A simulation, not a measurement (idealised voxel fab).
A process module follows: voxel self aligned contacts.
Displayed cross-section: cut, width of 185 nm, square cells sized 5 nm.
For the purposes of this document, a cross-section shall be understood as a grid of square cells, specified as bands listed in top-to-bottom order, each band consisting of one or more rows of cells. Band entry format. Leading values: height of top, height of bottom, nm. Remainder: materials in left-to-right order, each with its width in nm. Special words: "full width" on a single material, which then fills the band edge to edge; "air", empty space. Heights are expressed relative to 0, this being the level below which the as-received wafer comprises one material exclusively. The lowest band is unbounded in the downward direction and is denoted as in "0 nm and below". With a width like "30..40", each row of cells in the band differs from the next by the same amount, the top row carrying the first number and the bottom row the second. "nothing altered" -> step changed no cross-section cell. "Enclosed internal cavities" means: voids of 8 cells or more that are shut off from the top with no open way through. Written width x height at distance, distance from the left edge, in nm. What comes after the settings on a step's line is commentary from the simulator itself on that step. "overlay nm" answers the question of how far to the right of plan the mask lay on a step that has a mask, and when it is negative the answer is to the left. Quick note on how to read the rest: it's all pairs. You get the cross-section before a process step and the one after, but the after one only goes down as far as the lowest band that changed. The step in between, with its settings, sits under the pair. Heads up, the pairs can come from different runs of this module on the same starting wafer, so don't assume a pair picks up from the one above unless its "before" entry says it does.
before
0 nm and below = Si full width
Enclosed internal cavities: none
Post-Step Geometry
5 nm to 0 nm = SiO2 full width
Below 0, no change.
Enclosed internal cavities: none
Link between the two cross-sections above: CONFORMAL_DEP (material SiO2; thk nm 5)
before: as shown after the step in the preceding pair, directly above.
Post-Step Geometry
30 nm to 5 nm = polySi full width
Below 5, no change.
Enclosed internal cavities: none
Link between the two cross-sections above: DIRECTIONAL_DEP (material polySi; thk nm 25)
before: as shown after the step in the preceding pair, directly above.
Post-Step Geometry
50 nm to 30 nm = SiN full width
Below 30, no change.
Enclosed internal cavities: none
Link between the two cross-sections above: DIRECTIONAL_DEP (material SiN; thk nm 20)
before: as shown after the step in the preceding pair, directly above.
Post-Step Geometry
70 nm to 50 nm = 20 nm air | 25 nm resist | 35 nm air | 25 nm resist | 35 nm air | 25 nm resist | 20 nm air
Below 50, no change.
Enclosed internal cavities: none
Link between the two cross-sections above: PATTERN (tone cover; mask id GATE; material resist; width nm 25; pitch nm 60; thk nm 20; overlay nm 0)
before: as shown after the step in the preceding pair, directly above.
Post-Step Geometry
70 nm to 50 nm = 20 nm air | 25 nm resist | 35 nm air | 25 nm resist | 35 nm air | 25 nm resist | 20 nm air
50 nm to 30 nm = 20 nm air | 25 nm SiN | 35 nm air | 25 nm SiN | 35 nm air | 25 nm SiN | 20 nm air
Below 30, no change.
Enclosed internal cavities: none
Link between the two cross-sections above: DIRECTIONAL_ETCH (etch materials SiN; depth nm 20)
before: as shown after the step in the preceding pair, directly above.
Post-Step Geometry
70 nm to 50 nm = 20 nm air | 25 nm resist | 35 nm air | 25 nm resist | 35 nm air | 25 nm resist | 20 nm air
50 nm to 30 nm = 20 nm air | 25 nm SiN | 35 nm air | 25 nm SiN | 35 nm air | 25 nm SiN | 20 nm air
30 nm to 5 nm = 20 nm air | 25 nm polySi | 35 nm air | 25 nm polySi | 35 nm air | 25 nm polySi | 20 nm air
Below 5, no change.
Enclosed internal cavities: none
Link between the two cross-sections above: DIRECTIONAL_ETCH (etch materials polySi; depth nm 25)
before: as shown after the step in the preceding pair, directly above.
Post-Step Geometry
50 nm to 30 nm = 20 nm air | 25 nm SiN | 35 nm air | 25 nm SiN | 35 nm air | 25 nm SiN | 20 nm air
Below 30, no change.
Enclosed internal cavities: none
Link between the two cross-sections above: STRIP (etch materials resist)
before: as shown after the step in the preceding pair, directly above.
Post-Step Geometry
55 nm to 30 nm = 15 nm air | 35 nm SiN | 25 nm air | 35 nm SiN | 25 nm air | 35 nm SiN | 15 nm air
30 nm to 10 nm = 15 nm air | 5 nm SiN | 25 nm polySi | 5 nm SiN | 25 nm air | 5 nm SiN | 25 nm polySi | 5 nm SiN | 25 nm air | 5 nm SiN | 25 nm polySi | 5 nm SiN | 15 nm air
10 nm to 5 nm = 20 nm SiN | 25 nm polySi | 35 nm SiN | 25 nm polySi | 35 nm SiN | 25 nm polySi | 20 nm SiN
Below 5, no change.
Enclosed internal cavities: none
Link between the two cross-sections above: CONFORMAL_DEP (material SiN; thk nm 5)
before: as shown after the step in the preceding pair, directly above.
Post-Step Geometry
50 nm to 30 nm = 15 nm air | 35 nm SiN | 25 nm air | 35 nm SiN | 25 nm air | 35 nm SiN | 15 nm air
30 nm to 5 nm = 15 nm air | 5 nm SiN | 25 nm polySi | 5 nm SiN | 25 nm air | 5 nm SiN | 25 nm polySi | 5 nm SiN | 25 nm air | 5 nm SiN | 25 nm polySi | 5 nm SiN | 15 nm air
Below 5, no change.
Enclosed internal cavities: none
Link between the two cross-sections above: DIRECTIONAL_ETCH (etch materials SiN; depth nm 5)
before: as shown after the step in the preceding pair, directly above.
Post-Step Geometry
70 nm to 50 nm = SiO2 full width
50 nm to 30 nm = 15 nm SiO2 | 35 nm SiN | 25 nm SiO2 | 35 nm SiN | 25 nm SiO2 | 35 nm SiN | 15 nm SiO2
30 nm to 5 nm = 15 nm SiO2 | 5 nm SiN | 25 nm polySi | 5 nm SiN | 25 nm SiO2 | 5 nm SiN | 25 nm polySi | 5 nm SiN | 25 nm SiO2 | 5 nm SiN | 25 nm polySi | 5 nm SiN | 15 nm SiO2
Below 5, no change.
Enclosed internal cavities: none
Link between the two cross-sections above: FILL_DEP (material SiO2; thk nm 20)
before: as shown after the step in the preceding pair, directly above.
Post-Step Geometry
60 nm to 50 nm = SiO2 full width
Below 50, no change.
Enclosed internal cavities: none
Link between the two cross-sections above: CMP (height nm 60)
before: as shown after the step in the preceding pair, directly above.
Post-Step Geometry
75 nm to 60 nm = 40 nm resist | 45 nm air | 15 nm resist | 45 nm air | 40 nm resist
Below 60, no change.
Enclosed internal cavities: none
Link between the two cross-sections above: PATTERN (tone open; mask id CONTACT; material resist; width nm 45; pitch nm 60; thk nm 15; overlay nm 0)
before: as shown after the step in the preceding pair, directly above.
Post-Step Geometry
75 nm to 60 nm = 40 nm resist | 45 nm air | 15 nm resist | 45 nm air | 40 nm resist
60 nm to 50 nm = 40 nm SiO2 | 45 nm air | 15 nm SiO2 | 45 nm air | 40 nm SiO2
50 nm to 30 nm = 15 nm SiO2 | 35 nm SiN | 25 nm air | 35 nm SiN | 25 nm air | 35 nm SiN | 15 nm SiO2
30 nm to 5 nm = 15 nm SiO2 | 5 nm SiN | 25 nm polySi | 5 nm SiN | 25 nm air | 5 nm SiN | 25 nm polySi | 5 nm SiN | 25 nm air | 5 nm SiN | 25 nm polySi | 5 nm SiN | 15 nm SiO2
5 nm to 0 nm = 50 nm SiO2 | 25 nm air | 35 nm SiO2 | 25 nm air | 50 nm SiO2
Below 0, no change.
Enclosed internal cavities: none
Link between the two cross-sections above: DIRECTIONAL_ETCH (etch materials SiO2; depth nm 60)
before: as shown after the step in the preceding pair, directly above.
Post-Step Geometry
60 nm to 50 nm = 40 nm SiO2 | 45 nm air | 15 nm SiO2 | 45 nm air | 40 nm SiO2
Below 50, no change.
Enclosed internal cavities: none
Link between the two cross-sections above: STRIP (etch materials resist)
before: as shown after the step in the preceding pair, directly above.
Post-Step Geometry
65 nm to 60 nm = 45 nm TiN | 35 nm air | 25 nm TiN | 35 nm air | 45 nm TiN
60 nm to 50 nm = 40 nm SiO2 | 5..15 nm TiN | 35..15 nm air | 5..15 nm TiN | 15 nm SiO2 | 5..15 nm TiN | 35..15 nm air | 5..15 nm TiN | 40 nm SiO2
50 nm to 30 nm = 15 nm SiO2 | 35 nm SiN | 5 nm TiN | 15 nm air | 5 nm TiN | 35 nm SiN | 5 nm TiN | 15 nm air | 5 nm TiN | 35 nm SiN | 15 nm SiO2
30 nm to 5 nm = 15 nm SiO2 | 5 nm SiN | 25 nm polySi | 5 nm SiN | 5 nm TiN | 15 nm air | 5 nm TiN | 5 nm SiN | 25 nm polySi | 5 nm SiN | 5 nm TiN | 15 nm air | 5 nm TiN | 5 nm SiN | 25 nm polySi | 5 nm SiN | 15 nm SiO2
5 nm to 0 nm = 50 nm SiO2 | 25 nm TiN | 35 nm SiO2 | 25 nm TiN | 50 nm SiO2
Below 0, no change.
Enclosed internal cavities: none
Link between the two cross-sections above: CONFORMAL_DEP (material TiN; thk nm 5)
before: as shown after the step in the preceding pair, directly above.
Post-Step Geometry
75 nm to 65 nm = Ru full width
65 nm to 60 nm = 45 nm TiN | 35 nm Ru | 25 nm TiN | 35 nm Ru | 45 nm TiN
60 nm to 50 nm = 40 nm SiO2 | 5..15 nm TiN | 35..15 nm Ru | 5..15 nm TiN | 15 nm SiO2 | 5..15 nm TiN | 35..15 nm Ru | 5..15 nm TiN | 40 nm SiO2
50 nm to 30 nm = 15 nm SiO2 | 35 nm SiN | 5 nm TiN | 15 nm Ru | 5 nm TiN | 35 nm SiN | 5 nm TiN | 15 nm Ru | 5 nm TiN | 35 nm SiN | 15 nm SiO2
30 nm to 5 nm = 15 nm SiO2 | 5 nm SiN | 25 nm polySi | 5 nm SiN | 5 nm TiN | 15 nm Ru | 5 nm TiN | 5 nm SiN | 25 nm polySi | 5 nm SiN | 5 nm TiN | 15 nm Ru | 5 nm TiN | 5 nm SiN | 25 nm polySi | 5 nm SiN | 15 nm SiO2
Below 5, no change.
Enclosed internal cavities: none
Link between the two cross-sections above: FILL_DEP (material Ru; thk nm 10)
before: as shown after the step in the preceding pair, directly above.
Post-Step Geometry
60 nm to 50 nm = 40 nm SiO2 | 5..15 nm TiN | 35..15 nm Ru | 5..15 nm TiN | 15 nm SiO2 | 5..15 nm TiN | 35..15 nm Ru | 5..15 nm TiN | 40 nm SiO2
Below 50, no change.
Enclosed internal cavities: none
Link between the two cross-sections above: CMP (height nm 60)
before: as shown after the step in the preceding pair, directly above.
Post-Step Geometry
65 nm to 60 nm = SiCN full width
Below 60, no change.
Enclosed internal cavities: none
Link between the two cross-sections above: CONFORMAL_DEP (material SiCN; thk nm 5)
before
50 nm to 30 nm = 20 nm air | 25 nm SiN | 35 nm air | 25 nm SiN | 35 nm air | 25 nm SiN | 20 nm air
30 nm to 5 nm = 20 nm air | 25 nm polySi | 35 nm air | 25 nm polySi | 35 nm air | 25 nm polySi | 20 nm air
5 nm to 0 nm = SiO2 full width
0 nm and below = Si full width
Enclosed internal cavities: none
Post-Step Geometry
45 nm to 30 nm = 20 nm air | 25 nm SiN | 35 nm air | 25 nm SiN | 35 nm air | 25 nm SiN | 20 nm air
Below 30, no change.
Enclosed internal cavities: none
Link between the two cross-sections above: DIRECTIONAL_ETCH (etch materials SiN; depth nm 5)
before: as shown after the step in the preceding pair, directly above.
Post-Step Geometry
65 nm to 45 nm = SiO2 full width
45 nm to 30 nm = 20 nm SiO2 | 25 nm SiN | 35 nm SiO2 | 25 nm SiN | 35 nm SiO2 | 25 nm SiN | 20 nm SiO2
30 nm to 5 nm = 20 nm SiO2 | 25 nm polySi | 35 nm SiO2 | 25 nm polySi | 35 nm SiO2 | 25 nm polySi | 20 nm SiO2
Below 5, no change.
Enclosed internal cavities: none
Link between the two cross-sections above: FILL_DEP (material SiO2; thk nm 20)
before: as shown after the step in the preceding pair, directly above.
Post-Step Geometry
60 nm to 45 nm = SiO2 full width
Below 45, no change.
Enclosed internal cavities: none
Link between the two cross-sections above: CMP (height nm 60)
before: as shown after the step in the preceding pair, directly above.
Post-Step Geometry
75 nm to 60 nm = 40 nm resist | 45 nm air | 15 nm resist | 45 nm air | 40 nm resist
Below 60, no change.
Enclosed internal cavities: none
Link between the two cross-sections above: PATTERN (tone open; mask id CONTACT; material resist; width nm 45; pitch nm 60; thk nm 15; overlay nm 0)
before: as shown after the step in the preceding pair, directly above.
Post-Step Geometry
75 nm to 60 nm = 40 nm resist | 45 nm air | 15 nm resist | 45 nm air | 40 nm resist
60 nm to 45 nm = 40 nm SiO2 | 45 nm air | 15 nm SiO2 | 45 nm air | 40 nm SiO2
45 nm to 30 nm = 20 nm SiO2 | 25 nm SiN | 35 nm air | 25 nm SiN | 35 nm air | 25 nm SiN | 20 nm SiO2
30 nm to 5 nm = 20 nm SiO2 | 25 nm polySi | 35 nm air | 25 nm polySi | 35 nm air | 25 nm polySi | 20 nm SiO2
5 nm to 0 nm = 45 nm SiO2 | 35 nm air | 25 nm SiO2 | 35 nm air | 45 nm SiO2
Below 0, no change.
Enclosed internal cavities: none
Link between the two cross-sections above: DIRECTIONAL_ETCH (etch materials SiO2; depth nm 60)
before: as shown after the step in the preceding pair, directly above.
Post-Step Geometry
60 nm to 45 nm = 40 nm SiO2 | 45 nm air | 15 nm SiO2 | 45 nm air | 40 nm SiO2
Below 45, no change.
Enclosed internal cavities: none
Link between the two cross-sections above: STRIP (etch materials resist)
before: as shown after the step in the preceding pair, directly above.
Post-Step Geometry
65 nm to 60 nm = 45 nm TiN | 35 nm air | 25 nm TiN | 35 nm air | 45 nm TiN
60 nm to 50 nm = 40 nm SiO2 | 5 nm TiN | 35 nm air | 5 nm TiN | 15 nm SiO2 | 5 nm TiN | 35 nm air | 5 nm TiN | 40 nm SiO2
50 nm to 45 nm = 40 nm SiO2 | 10 nm TiN | 25 nm air | 10 nm TiN | 15 nm SiO2 | 10 nm TiN | 25 nm air | 10 nm TiN | 40 nm SiO2
45 nm to 30 nm = 20 nm SiO2 | 25 nm SiN | 5 nm TiN | 25 nm air | 5 nm TiN | 25 nm SiN | 5 nm TiN | 25 nm air | 5 nm TiN | 25 nm SiN | 20 nm SiO2
30 nm to 5 nm = 20 nm SiO2 | 25 nm polySi | 5 nm TiN | 25 nm air | 5 nm TiN | 25 nm polySi | 5 nm TiN | 25 nm air | 5 nm TiN | 25 nm polySi | 20 nm SiO2
5 nm to 0 nm = 45 nm SiO2 | 35 nm TiN | 25 nm SiO2 | 35 nm TiN | 45 nm SiO2
Below 0, no change.
Enclosed internal cavities: none
Link between the two cross-sections above: CONFORMAL_DEP (material TiN; thk nm 5)
before: as shown after the step in the preceding pair, directly above.
Post-Step Geometry
75 nm to 65 nm = Ru full width
65 nm to 60 nm = 45 nm TiN | 35 nm Ru | 25 nm TiN | 35 nm Ru | 45 nm TiN
60 nm to 50 nm = 40 nm SiO2 | 5 nm TiN | 35 nm Ru | 5 nm TiN | 15 nm SiO2 | 5 nm TiN | 35 nm Ru | 5 nm TiN | 40 nm SiO2
50 nm to 45 nm = 40 nm SiO2 | 10 nm TiN | 25 nm Ru | 10 nm TiN | 15 nm SiO2 | 10 nm TiN | 25 nm Ru | 10 nm TiN | 40 nm SiO2
45 nm to 30 nm = 20 nm SiO2 | 25 nm SiN | 5 nm TiN | 25 nm Ru | 5 nm TiN | 25 nm SiN | 5 nm TiN | 25 nm Ru | 5 nm TiN | 25 nm SiN | 20 nm SiO2
30 nm to 5 nm = 20 nm SiO2 | 25 nm polySi | 5 nm TiN | 25 nm Ru | 5 nm TiN | 25 nm polySi | 5 nm TiN | 25 nm Ru | 5 nm TiN | 25 nm polySi | 20 nm SiO2
Below 5, no change.
Enclosed internal cavities: none
Link between the two cross-sections above: FILL_DEP (material Ru; thk nm 10)
before: as shown after the step in the preceding pair, directly above.
Post-Step Geometry
60 nm to 50 nm = 40 nm SiO2 | 5 nm TiN | 35 nm Ru | 5 nm TiN | 15 nm SiO2 | 5 nm TiN | 35 nm Ru | 5 nm TiN | 40 nm SiO2
Below 50, no change.
Enclosed internal cavities: none
Link between the two cross-sections above: CMP (height nm 60)
before: as shown after the step in the preceding pair, directly above.
Post-Step Geometry
65 nm to 60 nm = SiCN full width
Below 60, no change.
Enclosed internal cavities: none
Link between the two cross-sections above: CONFORMAL_DEP (material SiCN; thk nm 5)
before
50 nm to 30 nm = SiN full width
30 nm to 5 nm = polySi full width
5 nm to 0 nm = SiO2 full width
0 nm and below = Si full width
Enclosed internal cavities: none
Post-Step Geometry
70 nm to 30 nm = SiN full width
Below 30, no change.
Enclosed internal cavities: none
Link between the two cross-sections above: DIRECTIONAL_DEP (material SiN; thk nm 20)
before: as shown after the step in the preceding pair, directly above.
Post-Step Geometry
90 nm to 70 nm = 20 nm air | 25 nm resist | 35 nm air | 25 nm resist | 35 nm air | 25 nm resist | 20 nm air
Below 70, no change.
Enclosed internal cavities: none
Link between the two cross-sections above: PATTERN (tone cover; mask id GATE; material resist; width nm 25; pitch nm 60; thk nm 20; overlay nm 0)
before: as shown after the step in the preceding pair, directly above.
Post-Step Geometry
90 nm to 70 nm = 20 nm air | 25 nm resist | 35 nm air | 25 nm resist | 35 nm air | 25 nm resist | 20 nm air
70 nm to 50 nm = 20 nm air | 25 nm SiN | 35 nm air | 25 nm SiN | 35 nm air | 25 nm SiN | 20 nm air
Below 50, no change.
Enclosed internal cavities: none
Link between the two cross-sections above: DIRECTIONAL_ETCH (etch materials SiN; depth nm 20)
before: as shown after the step in the preceding pair, directly above.
Post-Step Geometry
70 nm to 50 nm = 20 nm air | 25 nm SiN | 35 nm air | 25 nm SiN | 35 nm air | 25 nm SiN | 20 nm air
Below 50, no change.
Enclosed internal cavities: none
Link between the two cross-sections above: STRIP (etch materials resist)
before: as shown after the step in the preceding pair, directly above.
Post-Step Geometry
75 nm to 55 nm = 15 nm air | 35 nm SiN | 25 nm air | 35 nm SiN | 25 nm air | 35 nm SiN | 15 nm air
55 nm to 30 nm = SiN full width
Below 30, no change.
Enclosed internal cavities: none
Link between the two cross-sections above: CONFORMAL_DEP (material SiN; thk nm 5)
before: as shown after the step in the preceding pair, directly above.
Post-Step Geometry
70 nm to 50 nm = 15 nm air | 35 nm SiN | 25 nm air | 35 nm SiN | 25 nm air | 35 nm SiN | 15 nm air
Below 50, no change.
Enclosed internal cavities: none
Link between the two cross-sections above: DIRECTIONAL_ETCH (etch materials SiN; depth nm 5)
before: as shown after the step in the preceding pair, directly above.
Post-Step Geometry
90 nm to 70 nm = SiO2 full width
70 nm to 50 nm = 15 nm SiO2 | 35 nm SiN | 25 nm SiO2 | 35 nm SiN | 25 nm SiO2 | 35 nm SiN | 15 nm SiO2
Below 50, no change.
Enclosed internal cavities: none
Link between the two cross-sections above: FILL_DEP (material SiO2; thk nm 20)
before: as shown after the step in the preceding pair, directly above.
Post-Step Geometry
60 nm to 50 nm = 15 nm SiO2 | 35 nm SiN | 25 nm SiO2 | 35 nm SiN | 25 nm SiO2 | 35 nm SiN | 15 nm SiO2
Below 50, no change.
Enclosed internal cavities: none
Link between the two cross-sections above: CMP (height nm 60)
before: as shown after the step in the preceding pair, directly above.
Post-Step Geometry
75 nm to 60 nm = 40 nm resist | 45 nm air | 15 nm resist | 45 nm air | 40 nm resist
Below 60, no change.
Enclosed internal cavities: none
Link between the two cross-sections above: PATTERN (tone open; mask id CONTACT; material resist; width nm 45; pitch nm 60; thk nm 15; overlay nm 0)
before: as shown after the step in the preceding pair, directly above.
Post-Step Geometry
75 nm to 60 nm = 40 nm resist | 45 nm air | 15 nm resist | 45 nm air | 40 nm resist
60 nm to 50 nm = 15 nm SiO2 | 35 nm SiN | 25 nm air | 35 nm SiN | 25 nm air | 35 nm SiN | 15 nm SiO2
Below 50, no change.
Enclosed internal cavities: none
Link between the two cross-sections above: DIRECTIONAL_ETCH (etch materials SiO2; depth nm 60)
before: as shown after the step in the preceding pair, directly above.
Post-Step Geometry
60 nm to 50 nm = 15 nm SiO2 | 35 nm SiN | 25 nm air | 35 nm SiN | 25 nm air | 35 nm SiN | 15 nm SiO2
Below 50, no change.
Enclosed internal cavities: none
Link between the two cross-sections above: STRIP (etch materials resist)
before: as shown after the step in the preceding pair, directly above.
Post-Step Geometry
65 nm to 60 nm = 55 nm TiN | 15 nm air | 45 nm TiN | 15 nm air | 55 nm TiN
60 nm to 55 nm = 15 nm SiO2 | 35 nm SiN | 5 nm TiN | 15 nm air | 5 nm TiN | 35 nm SiN | 5 nm TiN | 15 nm air | 5 nm TiN | 35 nm SiN | 15 nm SiO2
55 nm to 50 nm = 15 nm SiO2 | 35 nm SiN | 25 nm TiN | 35 nm SiN | 25 nm TiN | 35 nm SiN | 15 nm SiO2
Below 50, no change.
Enclosed internal cavities: none
Link between the two cross-sections above: CONFORMAL_DEP (material TiN; thk nm 5)
before: as shown after the step in the preceding pair, directly above.
Post-Step Geometry
75 nm to 65 nm = Ru full width
65 nm to 60 nm = 55 nm TiN | 15 nm Ru | 45 nm TiN | 15 nm Ru | 55 nm TiN
60 nm to 55 nm = 15 nm SiO2 | 35 nm SiN | 5 nm TiN | 15 nm Ru | 5 nm TiN | 35 nm SiN | 5 nm TiN | 15 nm Ru | 5 nm TiN | 35 nm SiN | 15 nm SiO2
Below 55, no change.
Enclosed internal cavities: none
Link between the two cross-sections above: FILL_DEP (material Ru; thk nm 10)
before: as shown after the step in the preceding pair, directly above.
Post-Step Geometry
60 nm to 55 nm = 15 nm SiO2 | 35 nm SiN | 5 nm TiN | 15 nm Ru | 5 nm TiN | 35 nm SiN | 5 nm TiN | 15 nm Ru | 5 nm TiN | 35 nm SiN | 15 nm SiO2
Below 55, no change.
Enclosed internal cavities: none
Link between the two cross-sections above: CMP (height nm 60)
before: as shown after the step in the preceding pair, directly above.
Post-Step Geometry
65 nm to 60 nm = SiCN full width
Below 60, no change.
Enclosed internal cavities: none
Link between the two cross-sections above: CONFORMAL_DEP (material SiCN; thk nm 5)
before
5 nm to 0 nm = SiO2 full width
0 nm and below = Si full width
Enclosed internal cavities: none
Post-Step Geometry
25 nm to 5 nm = SiN full width
Below 5, no change.
Enclosed internal cavities: none
Link between the two cross-sections above: DIRECTIONAL_DEP (material SiN; thk nm 20)
before: as shown after the step in the preceding pair, directly above.
Post-Step Geometry
50 nm to 25 nm = polySi full width
Below 25, no change.
Enclosed internal cavities: none
Link between the two cross-sections above: DIRECTIONAL_DEP (material polySi; thk nm 25)
before: as shown after the step in the preceding pair, directly above.
Post-Step Geometry
70 nm to 50 nm = 20 nm air | 25 nm resist | 35 nm air | 25 nm resist | 35 nm air | 25 nm resist | 20 nm air
Below 50, no change.
Enclosed internal cavities: none
Link between the two cross-sections above: PATTERN (tone cover; mask id GATE; material resist; width nm 25; pitch nm 60; thk nm 20; overlay nm 0)
before: as shown after the step in the preceding pair, directly above.
Post-Step Geometry
70 nm to 50 nm = 20 nm air | 25 nm resist | 35 nm air | 25 nm resist | 35 nm air | 25 nm resist | 20 nm air
50 nm to 25 nm = 20 nm air | 25 nm polySi | 35 nm air | 25 nm polySi | 35 nm air | 25 nm polySi | 20 nm air
Below 25, no change.
Enclosed internal cavities: none
Link between the two cross-sections above: DIRECTIONAL_ETCH (etch materials polySi; depth nm 25)
before: as shown after the step in the preceding pair, directly above.
Post-Step Geometry
50 nm to 25 nm = 20 nm air | 25 nm polySi | 35 nm air | 25 nm polySi | 35 nm air | 25 nm polySi | 20 nm air
Below 25, no change.
Enclosed internal cavities: none
Link between the two cross-sections above: STRIP (etch materials resist)
before: as shown after the step in the preceding pair, directly above.
Post-Step Geometry
55 nm to 50 nm = 15 nm air | 35 nm SiN | 25 nm air | 35 nm SiN | 25 nm air | 35 nm SiN | 15 nm air
50 nm to 30 nm = 15 nm air | 5 nm SiN | 25 nm polySi | 5 nm SiN | 25 nm air | 5 nm SiN | 25 nm polySi | 5 nm SiN | 25 nm air | 5 nm SiN | 25 nm polySi | 5 nm SiN | 15 nm air
30 nm to 25 nm = 20 nm SiN | 25 nm polySi | 35 nm SiN | 25 nm polySi | 35 nm SiN | 25 nm polySi | 20 nm SiN
Below 25, no change.
Enclosed internal cavities: none
Link between the two cross-sections above: CONFORMAL_DEP (material SiN; thk nm 5)
before: as shown after the step in the preceding pair, directly above.
Post-Step Geometry
50 nm to 25 nm = 15 nm air | 5 nm SiN | 25 nm polySi | 5 nm SiN | 25 nm air | 5 nm SiN | 25 nm polySi | 5 nm SiN | 25 nm air | 5 nm SiN | 25 nm polySi | 5 nm SiN | 15 nm air
Below 25, no change.
Enclosed internal cavities: none
Link between the two cross-sections above: DIRECTIONAL_ETCH (etch materials SiN; depth nm 5)
before: as shown after the step in the preceding pair, directly above.
Post-Step Geometry
70 nm to 50 nm = SiO2 full width
50 nm to 25 nm = 15 nm SiO2 | 5 nm SiN | 25 nm polySi | 5 nm SiN | 25 nm SiO2 | 5 nm SiN | 25 nm polySi | 5 nm SiN | 25 nm SiO2 | 5 nm SiN | 25 nm polySi | 5 nm SiN | 15 nm SiO2
Below 25, no change.
Enclosed internal cavities: none
Link between the two cross-sections above: FILL_DEP (material SiO2; thk nm 20)
before: as shown after the step in the preceding pair, directly above.
Post-Step Geometry
60 nm to 50 nm = SiO2 full width
Below 50, no change.
Enclosed internal cavities: none
Link between the two cross-sections above: CMP (height nm 60)
before: as shown after the step in the preceding pair, directly above.
Post-Step Geometry
75 nm to 60 nm = 40 nm resist | 45 nm air | 15 nm resist | 45 nm air | 40 nm resist
Below 60, no change.
Enclosed internal cavities: none
Link between the two cross-sections above: PATTERN (tone open; mask id CONTACT; material resist; width nm 45; pitch nm 60; thk nm 15; overlay nm 0)
before: as shown after the step in the preceding pair, directly above.
Post-Step Geometry
75 nm to 60 nm = 40 nm resist | 45 nm air | 15 nm resist | 45 nm air | 40 nm resist
60 nm to 50 nm = 40 nm SiO2 | 45 nm air | 15 nm SiO2 | 45 nm air | 40 nm SiO2
50 nm to 25 nm = 15 nm SiO2 | 5 nm SiN | 25 nm polySi | 5 nm SiN | 25 nm air | 5 nm SiN | 25 nm polySi | 5 nm SiN | 25 nm air | 5 nm SiN | 25 nm polySi | 5 nm SiN | 15 nm SiO2
Below 25, no change.
Enclosed internal cavities: none
Link between the two cross-sections above: DIRECTIONAL_ETCH (etch materials SiO2; depth nm 60)
before: as shown after the step in the preceding pair, directly above.
Post-Step Geometry
60 nm to 50 nm = 40 nm SiO2 | 45 nm air | 15 nm SiO2 | 45 nm air | 40 nm SiO2
Below 50, no change.
Enclosed internal cavities: none
Link between the two cross-sections above: STRIP (etch materials resist)
before: as shown after the step in the preceding pair, directly above.
Post-Step Geometry
65 nm to 60 nm = 45 nm TiN | 35 nm air | 25 nm TiN | 35 nm air | 45 nm TiN
60 nm to 50 nm = 40 nm SiO2 | 5..15 nm TiN | 35..15 nm air | 5..15 nm TiN | 15 nm SiO2 | 5..15 nm TiN | 35..15 nm air | 5..15 nm TiN | 40 nm SiO2
50 nm to 30 nm = 15 nm SiO2 | 5 nm SiN | 25 nm polySi | 5 nm SiN | 5 nm TiN | 15 nm air | 5 nm TiN | 5 nm SiN | 25 nm polySi | 5 nm SiN | 5 nm TiN | 15 nm air | 5 nm TiN | 5 nm SiN | 25 nm polySi | 5 nm SiN | 15 nm SiO2
30 nm to 25 nm = 15 nm SiO2 | 5 nm SiN | 25 nm polySi | 5 nm SiN | 25 nm TiN | 5 nm SiN | 25 nm polySi | 5 nm SiN | 25 nm TiN | 5 nm SiN | 25 nm polySi | 5 nm SiN | 15 nm SiO2
Below 25, no change.
Enclosed internal cavities: none
Link between the two cross-sections above: CONFORMAL_DEP (material TiN; thk nm 5)
before: as shown after the step in the preceding pair, directly above.
Post-Step Geometry
75 nm to 65 nm = Ru full width
65 nm to 60 nm = 45 nm TiN | 35 nm Ru | 25 nm TiN | 35 nm Ru | 45 nm TiN
60 nm to 50 nm = 40 nm SiO2 | 5..15 nm TiN | 35..15 nm Ru | 5..15 nm TiN | 15 nm SiO2 | 5..15 nm TiN | 35..15 nm Ru | 5..15 nm TiN | 40 nm SiO2
50 nm to 30 nm = 15 nm SiO2 | 5 nm SiN | 25 nm polySi | 5 nm SiN | 5 nm TiN | 15 nm Ru | 5 nm TiN | 5 nm SiN | 25 nm polySi | 5 nm SiN | 5 nm TiN | 15 nm Ru | 5 nm TiN | 5 nm SiN | 25 nm polySi | 5 nm SiN | 15 nm SiO2
Below 30, no change.
Enclosed internal cavities: none
Link between the two cross-sections above: FILL_DEP (material Ru; thk nm 10)
before: as shown after the step in the preceding pair, directly above.
Post-Step Geometry
60 nm to 50 nm = 40 nm SiO2 | 5..15 nm TiN | 35..15 nm Ru | 5..15 nm TiN | 15 nm SiO2 | 5..15 nm TiN | 35..15 nm Ru | 5..15 nm TiN | 40 nm SiO2
Below 50, no change.
Enclosed internal cavities: none
Link between the two cross-sections above: CMP (height nm 60)
before: as shown after the step in the preceding pair, directly above.
Post-Step Geometry
65 nm to 60 nm = SiCN full width
Below 60, no change.
Enclosed internal cavities: none
Link between the two cross-sections above: CONFORMAL_DEP (material SiCN; thk nm 5)
before
75 nm to 65 nm = Ru full width
65 nm to 60 nm = 45 nm TiN | 35 nm Ru | 25 nm TiN | 35 nm Ru | 45 nm TiN
60 nm to 50 nm = 40 nm SiO2 | 5..15 nm TiN | 35..15 nm Ru | 5..15 nm TiN | 15 nm SiO2 | 5..15 nm TiN | 35..15 nm Ru | 5..15 nm TiN | 40 nm SiO2
50 nm to 30 nm = 15 nm SiO2 | 35 nm SiN | 5 nm TiN | 15 nm Ru | 5 nm TiN | 35 nm SiN | 5 nm TiN | 15 nm Ru | 5 nm TiN | 35 nm SiN | 15 nm SiO2
30 nm to 5 nm = 15 nm SiO2 | 5 nm SiN | 25 nm polySi | 5 nm SiN | 5 nm TiN | 15 nm Ru | 5 nm TiN | 5 nm SiN | 25 nm polySi | 5 nm SiN | 5 nm TiN | 15 nm Ru | 5 nm TiN | 5 nm SiN | 25 nm polySi | 5 nm SiN | 15 nm SiO2
5 nm to 0 nm = 50 nm SiO2 | 25 nm TiN | 35 nm SiO2 | 25 nm TiN | 50 nm SiO2
0 nm and below = Si full width
Enclosed internal cavities: none
Post-Step Geometry
65 nm to 60 nm = 45 nm TiN | 35 nm Ru | 25 nm TiN | 35 nm Ru | 45 nm TiN
Below 60, no change.
Enclosed internal cavities: none
Link between the two cross-sections above: CMP (height nm 65)
before: as shown after the step in the preceding pair, directly above.
Post-Step Geometry
70 nm to 65 nm = SiCN full width
Below 65, no change.
Enclosed internal cavities: none
Link between the two cross-sections above: CONFORMAL_DEP (material SiCN; thk nm 5)
before
50 nm to 30 nm = SiN full width
30 nm to 5 nm = polySi full width
5 nm to 0 nm = SiO2 full width
0 nm and below = Si full width
Enclosed internal cavities: none
Post-Step Geometry
70 nm to 50 nm = 20 nm air | 30 nm resist | 30 nm air | 30 nm resist | 30 nm air | 30 nm resist | 15 nm air
Below 50, no change.
Enclosed internal cavities: none
Link between the two cross-sections above: PATTERN (tone cover; mask id GATE; material resist; width nm 30; pitch nm 60; thk nm 20; overlay nm 0)
